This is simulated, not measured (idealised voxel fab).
process module | voxel self aligned vias
cross-section cut | 190 nm wide | cells 5 nm
A cross-section is a grid of square cells, given in bands from the top down. A band is one or more rows of cells.
Each band's line starts with the height of the band's top and of its bottom, in nm. Then come its materials from left to right, each with its width in nm. One material with "throughout" fills the band from edge to edge. "air" is empty space.
Height 0 is the level under which the wafer as received is all one material. The lowest band goes on downwards, as in "0 down".
A width such as "30 to 40" changes by the same amount from each row of cells to the next, from the band's top row to its bottom row.
"no change" after a step means that no cell of the cross-section changed.
closed voids: empty space of 8 cells or more with no open way to the top, each as width x height at its distance from the left edge, in nm
after a step's settings: what the simulator itself notes on the step
overlay nm, on a step with a mask: how far to the right of its planned place the mask lay; to the left if negative
plan
1 op RECEIVE | material Si
2 op CONFORMAL_DEP | material SiO2 | thk nm 10
3 op CONFORMAL_DEP | material SiCN | thk nm 5
4 op DIRECTIONAL_DEP | material lowk | thk nm 20
5 op PATTERN | tone open | mask id LINES | material resist | width nm 20 | pitch nm 55 | thk nm 20 | overlay nm 0
6 op DIRECTIONAL_ETCH | etch materials lowk | depth nm 20
7 op STRIP | etch materials resist
8 op CONFORMAL_DEP | material TiN | thk nm 5
9 op FILL_DEP | material W | thk nm 10
10 op CMP | height nm 35
11 op SELECTIVE_ETCH | etch materials W Ru TiN | depth nm 10
12 op FILL_DEP | material SiN | thk nm 10
13 op CMP | height nm 35
14 op DIRECTIONAL_DEP | material lowk | thk nm 15
15 op DIRECTIONAL_DEP | material aC | thk nm 15
16 op PATTERN | tone open | mask id VIAS | material resist | width nm 30 | pitch nm 55 | thk nm 30 | overlay nm 0
17 op DIRECTIONAL_ETCH | etch materials aC | depth nm 15
18 op STRIP | etch materials resist
19 op DIRECTIONAL_ETCH | etch materials lowk | depth nm 15
20 op DIRECTIONAL_ETCH | etch materials SiN | depth nm 10
21 op STRIP | etch materials aC
22 op CONFORMAL_DEP | material TiN | thk nm 5
23 op FILL_DEP | material W | thk nm 10
24 op CMP | height nm 50
25 op CONFORMAL_DEP | material SiCN | thk nm 5
as received, after step 1
  0 down: Si throughout
  closed voids: none
a wafer at the end: this start, this plan, one mistake
  55 to 50: SiCN throughout
  50 to 40: lowk 25 | TiN 5 | W 20 | TiN 5 | lowk 25 | TiN 5 | W 20 | TiN 5 | lowk 25 | TiN 5 | W 20 | TiN 5 | lowk 25
  40 to 35: lowk 25 | TiN 30 | lowk 25 | TiN 30 | lowk 25 | TiN 30 | lowk 25
  35 to 25: SiN 25 | TiN 5 | lowk 20 | TiN 5 | SiN 25 | TiN 5 | lowk 20 | TiN 5 | SiN 25 | TiN 5 | lowk 20 | TiN 5 | SiN 25
  25 to 20: W 25 | TiN 5 | lowk 20 | TiN 5 | W 25 | TiN 5 | lowk 20 | TiN 5 | W 25 | TiN 5 | lowk 20 | TiN 5 | W 25
  20 to 15: TiN 30 | lowk 20 | TiN 35 | lowk 20 | TiN 35 | lowk 20 | TiN 30
  15 to 10: SiCN throughout
  10 to 0: SiO2 throughout
  0 down: Si throughout
  closed voids: none
what went wrong: step 5 ran as: op PATTERN | tone cover | mask id LINES | material resist | width nm 20 | pitch nm 55 | thk nm 20 | overlay nm 0
